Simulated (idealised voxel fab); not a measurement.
The following is a process module called voxel spacer lines.
Displayed cross-section: cut, width of 255 nm, square cells sized 5 nm.
Format of a cross-section: grid, square cells. Given as bands. Order: top down. Band: one or more rows of cells. Top, bottom (nm), then materials left to right with widths (nm); lone material tagged "throughout" fills the whole band edge to edge; "air" = empty space. Height 0 is the level under which the wafer as received is all one material. The lowest band goes on downwards, as in "0..down". A width such as "30->40" changes by the same amount from each row of cells to the next, from the band's top row to its bottom row. "no change" after a step means that no cell of the cross-section changed. "Fully closed voids": sealed empty spaces, 8 cells or more, no open way to top, listed width x height at distance, with distance from the left edge and width, height and distance in nm. On a step's line, text after the settings is the simulator commenting on that step. If you see "overlay nm" on a step's line and that step has a mask, it's telling you how far right of where it was planned the mask ended up; a negative number means it went left instead.

Here's what the planned process steps look like
| 1 | RECEIVE with material Si |
| 2 | CONFORMAL_DEP with material Al2O3, thk nm 10 |
| 3 | DIRECTIONAL_DEP with material polySi, thk nm 15 |
| 4 | DIRECTIONAL_DEP with material aC, thk nm 20 |
| 5 | PATTERN with tone cover, mask id MANDREL, material resist, width nm 25, pitch nm 70, thk nm 25, overlay nm -15 |
| 6 | DIRECTIONAL_ETCH with etch materials aC, depth nm 20 |
| 7 | STRIP with etch materials resist |
| 8 | CONFORMAL_DEP with material SiO2, thk nm 10 |
| 9 | DIRECTIONAL_ETCH with etch materials SiO2, depth nm 10 |
| 10 | STRIP with etch materials aC |
| 11 | DIRECTIONAL_ETCH with etch materials polySi, depth nm 15 |
| 12 | STRIP with etch materials SiO2 |
| 13 | FILL_DEP with material lowk, thk nm 10 |
| 14 | CMP with height nm 25 |
Wafer-to-wafer difference: overlay nm, step 5. Common start. Plan = first wafer's value.

Cross-section of the first of several wafers as received (after step 1)
  0..down: Si throughout
  Fully closed voids: none

Last step of the module is step 14; after it, the first of several wafers in cross-section
  25..10: lowk 55 | polySi 10 | lowk 25 | polySi 10 | lowk 25 | polySi 10 | lowk 25 | polySi 10 | lowk 85
  10..0: Al2O3 throughout
  0..down: Si throughout
  Fully closed voids: none

Last wafer x-sec, end of module
  25..10: lowk 85 | polySi 10 | lowk 25 | polySi 10 | lowk 25 | polySi 10 | lowk 25 | polySi 10 | lowk 55
  10..0: Al2O3 throughout
  0..down: Si throughout
  Fully closed voids: none

Per wafer (row), end of module: delta in cells per material since receipt, (+) for gained, (-) for lost; closed voids after that
overlay nm -15 | +102 Al2O3 | +129 lowk | +24 polySi | Fully closed voids: none
overlay nm -10 | +102 Al2O3 | +129 lowk | +24 polySi | Fully closed voids: none
overlay nm -5 | +102 Al2O3 | +129 lowk | +24 polySi | Fully closed voids: none
overlay nm 0 | +102 Al2O3 | +129 lowk | +24 polySi | Fully closed voids: none
overlay nm 5 | +102 Al2O3 | +129 lowk | +24 polySi | Fully closed voids: none
overlay nm 10 | +102 Al2O3 | +129 lowk | +24 polySi | Fully closed voids: none
overlay nm 15 | +102 Al2O3 | +129 lowk | +24 polySi | Fully closed voids: none
